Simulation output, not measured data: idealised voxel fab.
Process module heading - voxel tone inversion
Each square cell in cross-section cut measures 5 nm, and the section as a whole is 280 nm wide.
A cross-section is a grid of square cells, given in bands from the top down. A band is one or more rows of cells. Heads up on the band format: heights come first, top then bottom, in nm. After that it's the materials left to right, each with its width in nm. A single material flagged "throughout" fills the whole band edge to edge, and "air" means there's empty space there. Height 0 is the level under which the wafer as received is all one material. The lowest band goes on downwards, as in "0 and below". Think of "30..40" as a width that walks from the first number to the second as you go down the band, top row to bottom row, taking equal-sized steps from row to row. Step marked "nothing altered"? Then no cell in the cross-section changed in it. "Closed void list" means: voids of 8 cells or more that are shut off from the top with no open way through. Written width x height at distance, distance from the left edge, in nm. Step line, after settings: the simulator's comment on this step. overlay nm: mask right of planned place by this much (step with mask). Neg. = left.
Process steps (planned)
1: RECEIVE (material Si)
2: CONFORMAL_DEP (material SiCN; thk nm 10)
3: DIRECTIONAL_DEP (material aC; thk nm 15)
4: PATTERN (tone cover; mask id POSTS; material resist; width nm 20; pitch nm 40; thk nm 25; overlay nm 0)
5: DIRECTIONAL_ETCH (etch materials aC; depth nm 15)
6: STRIP (etch materials resist)
7: FILL_DEP (material SiO2; thk nm 5)
8: CMP (height nm 25)
9: STRIP (etch materials aC)
10: CONFORMAL_DEP (material TiN; thk nm 5)
11: FILL_DEP (material Ru; thk nm 10)
12: CMP (height nm 25)
13: CONFORMAL_DEP (material SiN; thk nm 5)
The first wafer of two, processed as planned
So this is the incoming wafer in cross-section - it's already been through step 1
0 and below | Si throughout
Closed void list: none
Take a look at the wafer's cross-section after step 2
10 down to 0 | SiCN throughout
Everything under 0 stays put, no change at all.
Take a look at the wafer's cross-section after step 3
25 down to 10 | aC throughout
Everything under 10 stays put, no change at all.
Take a look at the wafer's cross-section after step 4
50 down to 25 | air (70), then resist (20), then air (20), then resist (20), then air (20), then resist (20), then air (20), then resist (20), then air (70)
Everything under 25 stays put, no change at all.
Take a look at the wafer's cross-section after step 5
35 down to 25 | air (70), then resist (20), then air (20), then resist (20), then air (20), then resist (20), then air (20), then resist (20), then air (70)
25 down to 10 | air (70), then aC (20), then air (20), then aC (20), then air (20), then aC (20), then air (20), then aC (20), then air (70)
Everything under 10 stays put, no change at all.
Take a look at the wafer's cross-section after step 6
25 down to 10 | air (70), then aC (20), then air (20), then aC (20), then air (20), then aC (20), then air (20), then aC (20), then air (70)
Everything under 10 stays put, no change at all.
Take a look at the wafer's cross-section after step 7
30 down to 25 | SiO2 throughout
25 down to 10 | SiO2 (70), then aC (20), then SiO2 (20), then aC (20), then SiO2 (20), then aC (20), then SiO2 (20), then aC (20), then SiO2 (70)
Everything under 10 stays put, no change at all.
Take a look at the wafer's cross-section after step 8
25 down to 10 | SiO2 (70), then aC (20), then SiO2 (20), then aC (20), then SiO2 (20), then aC (20), then SiO2 (20), then aC (20), then SiO2 (70)
Everything under 10 stays put, no change at all.
Take a look at the wafer's cross-section after step 9
25 down to 10 | SiO2 (70), then air (20), then SiO2 (20), then air (20), then SiO2 (20), then air (20), then SiO2 (20), then air (20), then SiO2 (70)
Everything under 10 stays put, no change at all.
Take a look at the wafer's cross-section after step 10
30 down to 25 | TiN (75), then air (10), then TiN (30), then air (10), then TiN (30), then air (10), then TiN (30), then air (10), then TiN (75)
25 down to 15 | SiO2 (70), then TiN (5), then air (10), then TiN (5), then SiO2 (20), then TiN (5), then air (10), then TiN (5), then SiO2 (20), then TiN (5), then air (10), then TiN (5), then SiO2 (20), then TiN (5), then air (10), then TiN (5), then SiO2 (70)
15 down to 10 | SiO2 (70), then TiN (20), then SiO2 (20), then TiN (20), then SiO2 (20), then TiN (20), then SiO2 (20), then TiN (20), then SiO2 (70)
Everything under 10 stays put, no change at all.
Take a look at the wafer's cross-section after step 11
40 down to 30 | Ru throughout
30 down to 25 | TiN (75), then Ru (10), then TiN (30), then Ru (10), then TiN (30), then Ru (10), then TiN (30), then Ru (10), then TiN (75)
25 down to 15 | SiO2 (70), then TiN (5), then Ru (10), then TiN (5), then SiO2 (20), then TiN (5), then Ru (10), then TiN (5), then SiO2 (20), then TiN (5), then Ru (10), then TiN (5), then SiO2 (20), then TiN (5), then Ru (10), then TiN (5), then SiO2 (70)
Everything under 15 stays put, no change at all.
Take a look at the wafer's cross-section after step 12
25 down to 15 | SiO2 (70), then TiN (5), then Ru (10), then TiN (5), then SiO2 (20), then TiN (5), then Ru (10), then TiN (5), then SiO2 (20), then TiN (5), then Ru (10), then TiN (5), then SiO2 (20), then TiN (5), then Ru (10), then TiN (5), then SiO2 (70)
Everything under 15 stays put, no change at all.
Take a look at the wafer's cross-section after step 13
30 down to 25 | SiN throughout
Everything under 25 stays put, no change at all.
For the second wafer, take the first wafer's start and plan, then add one mistake made in running it; everything through step 3, that step included, is shared with the first
Cross-section of the second wafer at the time by which step 4 should have been completed according to the plan
50 down to 25 | air (80), then resist (20), then air (20), then resist (20), then air (20), then resist (20), then air (20), then resist (20), then air (60)
Everything under 25 stays put, no change at all.
Cross-section of the second wafer at the time by which step 5 should have been completed according to the plan
35 down to 25 | air (80), then resist (20), then air (20), then resist (20), then air (20), then resist (20), then air (20), then resist (20), then air (60)
25 down to 10 | air (80), then aC (20), then air (20), then aC (20), then air (20), then aC (20), then air (20), then aC (20), then air (60)
Everything under 10 stays put, no change at all.
Cross-section of the second wafer at the time by which step 6 should have been completed according to the plan
25 down to 10 | air (80), then aC (20), then air (20), then aC (20), then air (20), then aC (20), then air (20), then aC (20), then air (60)
Everything under 10 stays put, no change at all.
Cross-section of the second wafer at the time by which step 7 should have been completed according to the plan
30 down to 25 | SiO2 throughout
25 down to 10 | SiO2 (80), then aC (20), then SiO2 (20), then aC (20), then SiO2 (20), then aC (20), then SiO2 (20), then aC (20), then SiO2 (60)
Everything under 10 stays put, no change at all.
Cross-section of the second wafer at the time by which step 8 should have been completed according to the plan
25 down to 10 | SiO2 (80), then aC (20), then SiO2 (20), then aC (20), then SiO2 (20), then aC (20), then SiO2 (20), then aC (20), then SiO2 (60)
Everything under 10 stays put, no change at all.
Cross-section of the second wafer at the time by which step 9 should have been completed according to the plan
25 down to 10 | SiO2 (80), then air (20), then SiO2 (20), then air (20), then SiO2 (20), then air (20), then SiO2 (20), then air (20), then SiO2 (60)
Everything under 10 stays put, no change at all.
Cross-section of the second wafer at the time by which step 10 should have been completed according to the plan
30 down to 25 | TiN (85), then air (10), then TiN (30), then air (10), then TiN (30), then air (10), then TiN (30), then air (10), then TiN (65)
25 down to 15 | SiO2 (80), then TiN (5), then air (10), then TiN (5), then SiO2 (20), then TiN (5), then air (10), then TiN (5), then SiO2 (20), then TiN (5), then air (10), then TiN (5), then SiO2 (20), then TiN (5), then air (10), then TiN (5), then SiO2 (60)
15 down to 10 | SiO2 (80), then TiN (20), then SiO2 (20), then TiN (20), then SiO2 (20), then TiN (20), then SiO2 (20), then TiN (20), then SiO2 (60)
Everything under 10 stays put, no change at all.
Cross-section of the second wafer at the time by which step 11 should have been completed according to the plan
40 down to 30 | Ru throughout
30 down to 25 | TiN (85), then Ru (10), then TiN (30), then Ru (10), then TiN (30), then Ru (10), then TiN (30), then Ru (10), then TiN (65)
25 down to 15 | SiO2 (80), then TiN (5), then Ru (10), then TiN (5), then SiO2 (20), then TiN (5), then Ru (10), then TiN (5), then SiO2 (20), then TiN (5), then Ru (10), then TiN (5), then SiO2 (20), then TiN (5), then Ru (10), then TiN (5), then SiO2 (60)
Everything under 15 stays put, no change at all.
Cross-section of the second wafer at the time by which step 12 should have been completed according to the plan
25 down to 15 | SiO2 (80), then TiN (5), then Ru (10), then TiN (5), then SiO2 (20), then TiN (5), then Ru (10), then TiN (5), then SiO2 (20), then TiN (5), then Ru (10), then TiN (5), then SiO2 (20), then TiN (5), then Ru (10), then TiN (5), then SiO2 (60)
Everything under 15 stays put, no change at all.
Cross-section of the second wafer at the time by which step 13 should have been completed according to the plan
30 down to 25 | SiN throughout
Everything under 25 stays put, no change at all.
Misprocessing identified: step 4: run off-plan, actual operation and settings PATTERN (tone cover; mask id POSTS; material resist; width nm 20; pitch nm 40; thk nm 25; overlay nm 10)
So at the finish, the second wafer's got exactly as many cells of each material as the first, just not in the same spots.
